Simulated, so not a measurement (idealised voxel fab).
process module | voxel fin reveal
cross-section cut | 210 nm wide | cells 5 nm
A cross-section is a grid of square cells, given in bands from the top down. A band is one or more rows of cells.
Each band's line starts with the height of the band's top and of its bottom, in nm. Then come its materials from left to right, each with its width in nm. One material with "throughout" fills the band from edge to edge. "air" is empty space.
Height 0 is the level under which the wafer as received is all one material. The lowest band goes on downwards, as in "0 down".
A width such as "30 to 40" changes by the same amount from each row of cells to the next, from the band's top row to its bottom row.
"no change" after a step means that no cell of the cross-section changed.
closed voids: empty space of 8 cells or more with no open way to the top, each as width x height at its distance from the left edge, in nm
after a step's settings: what the simulator itself notes on the step
overlay nm, on a step with a mask: how far to the right of its planned place the mask lay; to the left if negative
plan
1 op RECEIVE | material Si
2 op CONFORMAL_DEP | material SiN | thk nm 10
3 op DIRECTIONAL_DEP | material aC | thk nm 15
4 op PATTERN | tone cover | mask id FINS | material resist | width nm 15 | pitch nm 40 | thk nm 30 | overlay nm 0
5 op DIRECTIONAL_ETCH | etch materials aC | depth nm 15
6 op STRIP | etch materials resist
7 op DIRECTIONAL_ETCH | etch materials SiN | depth nm 10
8 op DIRECTIONAL_ETCH | etch materials Si | depth nm 30
9 op STRIP | etch materials aC
10 op FILL_DEP | material SiO2 | thk nm 15
11 op CMP | height nm 10
12 op SELECTIVE_ETCH | etch materials SiO2 | depth nm 30
13 op STRIP | etch materials SiN
14 op CONFORMAL_DEP | material HfO2 | thk nm 5
as received, after step 1
  0 down: Si throughout
  closed voids: none
first wafer at the end, as planned
  5 to 0: air 70 | HfO2 25 | air 15 | HfO2 25 | air 75
  0 to -15: air 70 | HfO2 5 | Si 15 | HfO2 5 | air 15 | HfO2 5 | Si 15 | HfO2 5 | air 75
  -15 to -20: HfO2 75 | Si 15 | HfO2 25 | Si 15 | HfO2 80
  -20 to -30: SiO2 75 | Si 15 | SiO2 25 | Si 15 | SiO2 80
  -30 down: Si throughout
  closed voids: none
second wafer at the end: like start, like plan, one mistake
  5 to 0: air 70 | aC 25 | air 15 | aC 25 | air 75
  0 to -15: air 70 | aC 5 | Si 15 | aC 5 | air 15 | aC 5 | Si 15 | aC 5 | air 75
  -15 to -20: aC 75 | Si 15 | aC 25 | Si 15 | aC 80
  -20 to -30: SiO2 75 | Si 15 | SiO2 25 | Si 15 | SiO2 80
  -30 down: Si throughout
  closed voids: none
what went wrong: step 14 ran as: op CONFORMAL_DEP | material aC | thk nm 5
at the end the second wafer has, in cells: 58 fewer of HfO2 | 58 more of aC
